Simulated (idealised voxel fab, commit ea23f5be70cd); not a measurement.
Title: Process Module voxel spacer lines
Section shown: cut. Width: 240 nm. Cell size: 5 nm, square.
In this document a cross-section is written as a grid of square cells. It is given as a series of bands, listed from the top down, and a band is one or more rows of cells. In this notation a band is specified by the heights of its top and bottom, in that order and in nm, after which its materials appear from left to right, each paired with its width in nm. The word "all across" attached to a single material means that material fills the band from edge to edge; the word "blank" stands for empty space. Ref level 0: as-received wafer is one material below here. Bottom band extends down with no lower bound ("0..down"). The two numbers in a width such as "30->40" mark its ends across the band: the first belongs to the top row of cells, the second to the bottom row, and from each row to the next the width moves by the same amount. No cell of the cross-section changed in a step that is given as "changes: none". "closed voids": sealed empty spaces, 8 cells or more, no open way to top, listed width x height at distance, with distance from the left edge and width, height and distance in nm. What comes after the settings on a step's line is commentary from the simulator itself on that step. overlay nm: where the mask lay relative to plan, measured to the right, on steps with a mask; negatives go left.
THE PROCESS STEPS THAT WERE PLANNED ARE LISTED BELOW
1,RECEIVE [material Si]
2,CONFORMAL_DEP [material SiO2] [thk nm 5]
3,DIRECTIONAL_DEP [material TiN] [thk nm 20]
4,DIRECTIONAL_DEP [material aC] [thk nm 20]
5,PATTERN [tone cover] [mask id MANDREL] [material resist] [width nm 15] [pitch nm 70] [thk nm 30] [overlay nm 0]
6,DIRECTIONAL_ETCH [etch materials aC] [depth nm 20]
7,STRIP [etch materials resist]
8,CONFORMAL_DEP [material SiN] [thk nm 15]
9,DIRECTIONAL_ETCH [etch materials SiN] [depth nm 15]
10,STRIP [etch materials aC]
11,DIRECTIONAL_ETCH [etch materials TiN] [depth nm 20]
12,STRIP [etch materials SiN]
13,FILL_DEP [material SiO2] [thk nm 5]
14,CMP [height nm 25]
Wafer-to-wafer difference: width nm, step 5. Common start. Plan = first wafer's value.
CROSS-SECTION, FIRST OF SEVERAL WAFERS, AS DELIVERED AFTER STEP 1
  0..down = Si all across
  closed voids: none
GAINED (+) OR LOST (-) CELLS OF EACH MATERIAL SINCE RECEIPT, THEN CLOSED VOIDS: ONE ROW PER WAFER, AT THE END OF THE MODULE
width nm 15 | +192 SiO2 | +48 TiN | closed voids: none
width nm 20 | +192 SiO2 | +48 TiN | closed voids: none
width nm 25 | +192 SiO2 | +48 TiN | closed voids: none
width nm 30 | +192 SiO2 | +48 TiN | closed voids: none
width nm 35 | +192 SiO2 | +48 TiN | closed voids: none
